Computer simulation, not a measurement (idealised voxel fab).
Title: Process Module voxel fin reveal
In the cross-section labelled cut, the width is 245 nm and each square cell is 5 nm.
A cross-section is a grid of square cells, given in bands from the top down. A band is one or more rows of cells. Band: top and bottom heights (nm) first, top before bottom; then materials from left to right, widths in nm. "throughout" marks a sole material filling the band edge to edge. "blank" denotes empty space. All heights in this document are referenced to 0, defined as the level beneath which the wafer, as received, consists entirely of one material. The lowest band is not bounded below; it extends indefinitely downward and is written in the form "0 down". Per-row width for "30 to 40": begins at first number (top row of band), ends at second number (bottom row), increment between rows held constant. "all unchanged" -> step changed no cross-section cell. Each empty space that has no open way to the top and spans at least 8 cells appears under "Unvented internal voids" as width x height at distance, the distance counted from the left edge, all in nm. On each step's line, the part that comes after the settings is the simulator's own comment on the step. For masked steps, "overlay nm" on the step line gives how far right of plan the mask actually lay; a minus sign means it lay to the left.

Steps planned for the process:
- 1: RECEIVE,material Si
- 2: CONFORMAL_DEP,material SiN,thk nm 10
- 3: PATTERN,tone cover,mask id FINS,material resist,width nm 15,pitch nm 40,thk nm 15,overlay nm 0
- 4: DIRECTIONAL_ETCH,etch materials SiN,depth nm 10
- 5: DIRECTIONAL_ETCH,etch materials Si,depth nm 40
- 6: STRIP,etch materials resist
- 7: OXIDIZE,depth nm 5
- 8: FILL_DEP,material SiO2,thk nm 10
- 9: CMP,height nm 10
- 10: SELECTIVE_ETCH,etch materials SiO2,depth nm 35
- 11: STRIP,etch materials SiN
- 12: CONFORMAL_DEP,material HfO2,thk nm 5

as received, after step 1:
* 0 down  Si throughout
* Unvented internal voids: none

One mistake in running the module, otherwise start and plan as above: cross-section at the end:
* 5 to 0  75 nm blank  15 nm SiN  25 nm blank  15 nm SiN  25 nm blank  15 nm SiN  75 nm blank
* 0 to -20  75 nm blank  5 nm SiN  5 nm Si  5 nm SiN  25 nm blank  5 nm SiN  5 nm Si  5 nm SiN  25 nm blank  5 nm SiN  5 nm Si  5 nm SiN  75 nm blank
* -20 to -25  80 nm SiN  5 nm Si  35 nm SiN  5 nm Si  35 nm SiN  5 nm Si  80 nm SiN
* -25 to -45  80 nm SiO2  5 nm Si  35 nm SiO2  5 nm Si  35 nm SiO2  5 nm Si  80 nm SiO2
* -45 down  Si throughout
* Unvented internal voids: none
The mistake made against the process plan was this: step 12 changed vs plan, executed as CONFORMAL_DEP,material SiN,thk nm 5
